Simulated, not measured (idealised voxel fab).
Presented below is a process module, voxel spacer lines.
175 nm wide, 5 nm square cells: that's cross-section cut.
We lay out every cross-section as a grid of square cells and spell it out in bands from the top down, where one band means one or more rows of cells.
What a band's entry tells you: where the top is and where the bottom is, as heights in nm, and after that what lies inside, material by material from left to right, each with its width in nm. Empty space is written as the word "empty", and a single material marked with the word "throughout" occupies the band from edge to edge.
All heights in this document are referenced to 0, defined as the level beneath which the wafer, as received, consists entirely of one material. The lowest band is not bounded below; it extends indefinitely downward and is written in the form "0..down".
Per-row width for "30..40": begins at first number (top row of band), ends at second number (bottom row), increment between rows held constant.
Step note "no alterations made" = no cross-section cell changed.
You'll see "Sealed void listing" listing empty spaces that have no way open to the top, as long as they're 8 cells or more; the notation is width x height at distance, where the distance is from the left edge, and all of it is in nm.
What comes after the settings on a step's line is commentary from the simulator itself on that step.
overlay nm: for a step with a mask, the amount by which the mask lay right of where it was planned; a negative amount means left of it.

HERE'S WHAT THE PLANNED PROCESS STEPS LOOK LIKE
| 1 | RECEIVE (material Si) |
| 2 | CONFORMAL_DEP (material Al2O3; thk nm 5) |
| 3 | DIRECTIONAL_DEP (material SiN; thk nm 10) |
| 4 | DIRECTIONAL_DEP (material polySi; thk nm 30) |
| 5 | PATTERN (tone cover; mask id MANDREL; material resist; width nm 15; pitch nm 50; thk nm 35; overlay nm 0) |
| 6 | DIRECTIONAL_ETCH (etch materials polySi; depth nm 30) |
| 7 | STRIP (etch materials resist) |
| 8 | CONFORMAL_DEP (material SiO2; thk nm 10) |
| 9 | DIRECTIONAL_ETCH (etch materials SiO2; depth nm 10) |
| 10 | STRIP (etch materials polySi) |
| 11 | DIRECTIONAL_ETCH (etch materials SiN; depth nm 10) |
| 12 | STRIP (etch materials SiO2) |
| 13 | FILL_DEP (material SiO2; thk nm 5) |
| 14 | CMP (height nm 15) |

WAFER, FIRST OF TWO, RUN AS PLANNED

CROSS-SECTIONAL VIEW OF THE WAFER IN ITS AS-RECEIVED CONDITION, CORRESPONDING TO THE STATE AFTER STEP 1
    0..down = Si throughout
    Sealed void listing: none

TAKE A LOOK AT THE WAFER'S CROSS-SECTION AFTER STEP 2
    5..0 = Al2O3 throughout
    Rest of section, below 0: as before.

TAKE A LOOK AT THE WAFER'S CROSS-SECTION AFTER STEP 3
    15..5 = SiN throughout
    Rest of section, below 5: as before.

TAKE A LOOK AT THE WAFER'S CROSS-SECTION AFTER STEP 4
    45..15 = polySi throughout
    Rest of section, below 15: as before.

TAKE A LOOK AT THE WAFER'S CROSS-SECTION AFTER STEP 5
    80..45 = empty (55), then resist (15), then empty (35), then resist (15), then empty (55)
    Rest of section, below 45: as before.

TAKE A LOOK AT THE WAFER'S CROSS-SECTION AFTER STEP 6
    80..45 = empty (55), then resist (15), then empty (35), then resist (15), then empty (55)
    45..15 = empty (55), then polySi (15), then empty (35), then polySi (15), then empty (55)
    Rest of section, below 15: as before.

TAKE A LOOK AT THE WAFER'S CROSS-SECTION AFTER STEP 7
    45..15 = empty (55), then polySi (15), then empty (35), then polySi (15), then empty (55)
    Rest of section, below 15: as before.

TAKE A LOOK AT THE WAFER'S CROSS-SECTION AFTER STEP 8
    55..45 = empty (45), then SiO2 (35), then empty (15), then SiO2 (35), then empty (45)
    45..25 = empty (45), then SiO2 (10), then polySi (15), then SiO2 (10), then empty (15), then SiO2 (10), then polySi (15), then SiO2 (10), then empty (45)
    25..15 = SiO2 (55), then polySi (15), then SiO2 (35), then polySi (15), then SiO2 (55)
    Rest of section, below 15: as before.

TAKE A LOOK AT THE WAFER'S CROSS-SECTION AFTER STEP 9
    45..15 = empty (45), then SiO2 (10), then polySi (15), then SiO2 (10), then empty (15), then SiO2 (10), then polySi (15), then SiO2 (10), then empty (45)
    Rest of section, below 15: as before.

TAKE A LOOK AT THE WAFER'S CROSS-SECTION AFTER STEP 10
    45..15 = empty (45), then SiO2 (10), then empty (15), then SiO2 (10), then empty (15), then SiO2 (10), then empty (15), then SiO2 (10), then empty (45)
    Rest of section, below 15: as before.

TAKE A LOOK AT THE WAFER'S CROSS-SECTION AFTER STEP 11
    45..15 = empty (45), then SiO2 (10), then empty (15), then SiO2 (10), then empty (15), then SiO2 (10), then empty (15), then SiO2 (10), then empty (45)
    15..5 = empty (45), then SiN (10), then empty (15), then SiN (10), then empty (15), then SiN (10), then empty (15), then SiN (10), then empty (45)
    Rest of section, below 5: as before.

TAKE A LOOK AT THE WAFER'S CROSS-SECTION AFTER STEP 12
    15..5 = empty (45), then SiN (10), then empty (15), then SiN (10), then empty (15), then SiN (10), then empty (15), then SiN (10), then empty (45)
    Rest of section, below 5: as before.

TAKE A LOOK AT THE WAFER'S CROSS-SECTION AFTER STEP 13
    20..15 = SiO2 throughout
    15..5 = SiO2 (45), then SiN (10), then SiO2 (15), then SiN (10), then SiO2 (15), then SiN (10), then SiO2 (15), then SiN (10), then SiO2 (45)
    Rest of section, below 5: as before.

TAKE A LOOK AT THE WAFER'S CROSS-SECTION AFTER STEP 14
    15..5 = SiO2 (45), then SiN (10), then SiO2 (15), then SiN (10), then SiO2 (15), then SiN (10), then SiO2 (15), then SiN (10), then SiO2 (45)
    Rest of section, below 5: as before.

NOW THE OTHER WAFER: SAME START, SAME RECIPE, BUT WE MESSED UP ONE THING WHEN RUNNING IT. UP TO AND INCLUDING STEP 4 IT'S THE SAME AS THE FIRST ONE

PLANNED END OF STEP 5: SECOND WAFER, CROSS-SECTION
    80..45 = empty (50), then resist (25), then empty (25), then resist (25), then empty (50)
    Rest of section, below 45: as before.

PLANNED END OF STEP 6: SECOND WAFER, CROSS-SECTION
    80..45 = empty (50), then resist (25), then empty (25), then resist (25), then empty (50)
    45..15 = empty (50), then polySi (25), then empty (25), then polySi (25), then empty (50)
    Rest of section, below 15: as before.

PLANNED END OF STEP 7: SECOND WAFER, CROSS-SECTION
    45..15 = empty (50), then polySi (25), then empty (25), then polySi (25), then empty (50)
    Rest of section, below 15: as before.

PLANNED END OF STEP 8: SECOND WAFER, CROSS-SECTION
    55..45 = empty (40), then SiO2 (45), then empty (5), then SiO2 (45), then empty (40)
    45..25 = empty (40), then SiO2 (10), then polySi (25), then SiO2 (10), then empty (5), then SiO2 (10), then polySi (25), then SiO2 (10), then empty (40)
    25..15 = SiO2 (50), then polySi (25), then SiO2 (25), then polySi (25), then SiO2 (50)
    Rest of section, below 15: as before.

PLANNED END OF STEP 9: SECOND WAFER, CROSS-SECTION
    45..15 = empty (40), then SiO2 (10), then polySi (25), then SiO2 (10), then empty (5), then SiO2 (10), then polySi (25), then SiO2 (10), then empty (40)
    Rest of section, below 15: as before.

PLANNED END OF STEP 10: SECOND WAFER, CROSS-SECTION
    45..15 = empty (40), then SiO2 (10), then empty (25), then SiO2 (10), then empty (5), then SiO2 (10), then empty (25), then SiO2 (10), then empty (40)
    Rest of section, below 15: as before.

PLANNED END OF STEP 11: SECOND WAFER, CROSS-SECTION
    45..15 = empty (40), then SiO2 (10), then empty (25), then SiO2 (10), then empty (5), then SiO2 (10), then empty (25), then SiO2 (10), then empty (40)
    15..5 = empty (40), then SiN (10), then empty (25), then SiN (10), then empty (5), then SiN (10), then empty (25), then SiN (10), then empty (40)
    Rest of section, below 5: as before.

PLANNED END OF STEP 12: SECOND WAFER, CROSS-SECTION
    15..5 = empty (40), then SiN (10), then empty (25), then SiN (10), then empty (5), then SiN (10), then empty (25), then SiN (10), then empty (40)
    Rest of section, below 5: as before.

PLANNED END OF STEP 13: SECOND WAFER, CROSS-SECTION
    20..15 = SiO2 throughout
    15..5 = SiO2 (40), then SiN (10), then SiO2 (25), then SiN (10), then SiO2 (5), then SiN (10), then SiO2 (25), then SiN (10), then SiO2 (40)
    Rest of section, below 5: as before.

PLANNED END OF STEP 14: SECOND WAFER, CROSS-SECTION
    15..5 = SiO2 (40), then SiN (10), then SiO2 (25), then SiN (10), then SiO2 (5), then SiN (10), then SiO2 (25), then SiN (10), then SiO2 (40)
    Rest of section, below 5: as before.
what went wrong: heads up, step 5 didn't go per plan, it actually ran as PATTERN (tone cover; mask id MANDREL; material resist; width nm 25; pitch nm 50; thk nm 35; overlay nm 0)
The concluding comparison shows that, measured in cells, each material is equally abundant on both wafers, albeit at different positions.
